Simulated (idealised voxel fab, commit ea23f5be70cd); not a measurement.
process module | voxel gate over fins
cross-section cut | 220 nm wide | cells 5 nm
A cross-section is a grid of square cells, given in bands from the top down. A band is one or more rows of cells.
Each band's line starts with the height of the band's top and of its bottom, in nm. Then come its materials from left to right, each with its width in nm. One material with "throughout" fills the band from edge to edge. "air" is empty space.
Height 0 is the level under which the wafer as received is all one material. The lowest band goes on downwards, as in "0 down".
A width such as "30 to 40" changes by the same amount from each row of cells to the next, from the band's top row to its bottom row.
"no change" after a step means that no cell of the cross-section changed.
closed voids: empty space of 8 cells or more with no open way to the top, each as width x height at its distance from the left edge, in nm
after a step's settings: what the simulator itself notes on the step
overlay nm, on a step with a mask: how far to the right of its planned place the mask lay; to the left if negative
plan
1 op RECEIVE | material Si
2 op CONFORMAL_DEP | material SiN | thk nm 10
3 op PATTERN | tone cover | mask id FINS | material resist | width nm 15 | pitch nm 50 | thk nm 15 | overlay nm 0
4 op DIRECTIONAL_ETCH | etch materials SiN | depth nm 10
5 op DIRECTIONAL_ETCH | etch materials Si | depth nm 35
6 op STRIP | etch materials resist
7 op OXIDIZE | depth nm 5
8 op FILL_DEP | material SiO2 | thk nm 10
9 op CMP | height nm 10
10 op PATTERN | tone open | mask id RAIL | material resist | width nm 15 | thk nm 20 | overlay nm 0
11 op DIRECTIONAL_ETCH | etch materials SiO2 | depth nm 40
12 op STRIP | etch materials resist
13 op CONFORMAL_DEP | material TiN | thk nm 5
14 op FILL_DEP | material W | thk nm 5
15 op CMP | height nm 10
16 op SELECTIVE_ETCH | etch materials W Ru TiN | depth nm 30
17 op FILL_DEP | material SiO2 | thk nm 5
18 op CMP | height nm 10
19 op SELECTIVE_ETCH | etch materials SiO2 | depth nm 25
20 op STRIP | etch materials SiN
21 op CONFORMAL_DEP | material HfO2 | thk nm 5
22 op CONFORMAL_DEP | material TiN | thk nm 5
23 op FILL_DEP | material W | thk nm 15
24 op CMP | height nm 20
25 op CONFORMAL_DEP | material SiCN | thk nm 10
as received, after step 1
  0 down: Si throughout
  closed voids: none
a wafer at the end: this start, this plan, one mistake
  30 to 20: SiCN throughout
  20 to 10: W throughout
  10 to 5: W 20 | TiN 25 | W 25 | TiN 25 | W 25 | TiN 25 | W 25 | TiN 25 | W 25
  5 to 0: W 20 | TiN 5 | HfO2 15 | TiN 5 | W 25 | TiN 5 | HfO2 15 | TiN 5 | W 25 | TiN 5 | HfO2 15 | TiN 5 | W 25 | TiN 5 | HfO2 15 | TiN 5 | W 25
  0 to -5: W 20 | TiN 5 | HfO2 5 | Si 5 | HfO2 5 | TiN 5 | W 25 | TiN 5 | HfO2 5 | Si 5 | HfO2 5 | TiN 5 | W 25 | TiN 5 | HfO2 5 | Si 5 | HfO2 5 | TiN 5 | W 25 | TiN 5 | HfO2 5 | Si 5 | HfO2 5 | TiN 5 | W 25
  -5 to -10: W 20 | TiN 5 | HfO2 5 | Si 5 | HfO2 5 | TiN 5 | W 25 | TiN 5 | HfO2 5 | Si 5 | HfO2 5 | TiN 5 | W 25 | TiN 5 | HfO2 5 | Si 5 | HfO2 5 | TiN 5 | W 25 | TiN 5 | HfO2 5 | Si 5 | HfO2 5 | TiN 5 | W 10 | TiN 15
  -10 to -15: W 20 | TiN 5 | HfO2 5 | Si 5 | HfO2 5 | TiN 35 | HfO2 5 | Si 5 | HfO2 5 | TiN 5 | W 25 | TiN 5 | HfO2 5 | Si 5 | HfO2 5 | TiN 5 | W 25 | TiN 5 | HfO2 5 | Si 5 | HfO2 5 | TiN 5 | W 10 | TiN 5 | HfO2 10
  -15 to -20: TiN 25 | HfO2 5 | Si 5 | HfO2 5 | TiN 5 | HfO2 25 | TiN 5 | HfO2 5 | Si 5 | HfO2 5 | TiN 35 | HfO2 5 | Si 5 | HfO2 5 | TiN 35 | HfO2 5 | Si 5 | HfO2 5 | TiN 20 | HfO2 5 | SiO2 5
  -20 to -25: HfO2 30 | Si 5 | HfO2 15 | TiN 5 | W 5 | TiN 5 | HfO2 15 | Si 5 | HfO2 45 | Si 5 | HfO2 45 | Si 5 | HfO2 30 | SiO2 5
  -25 to -30: SiO2 30 | Si 5 | SiO2 15 | TiN 15 | SiO2 15 | Si 5 | SiO2 45 | Si 5 | SiO2 45 | Si 5 | SiO2 35
  -30 to -40: SiO2 30 | Si 5 | SiO2 45 | Si 5 | SiO2 45 | Si 5 | SiO2 45 | Si 5 | SiO2 35
  -40 down: Si throughout
  closed voids: none
what went wrong: steps 19 and 20 were swapped
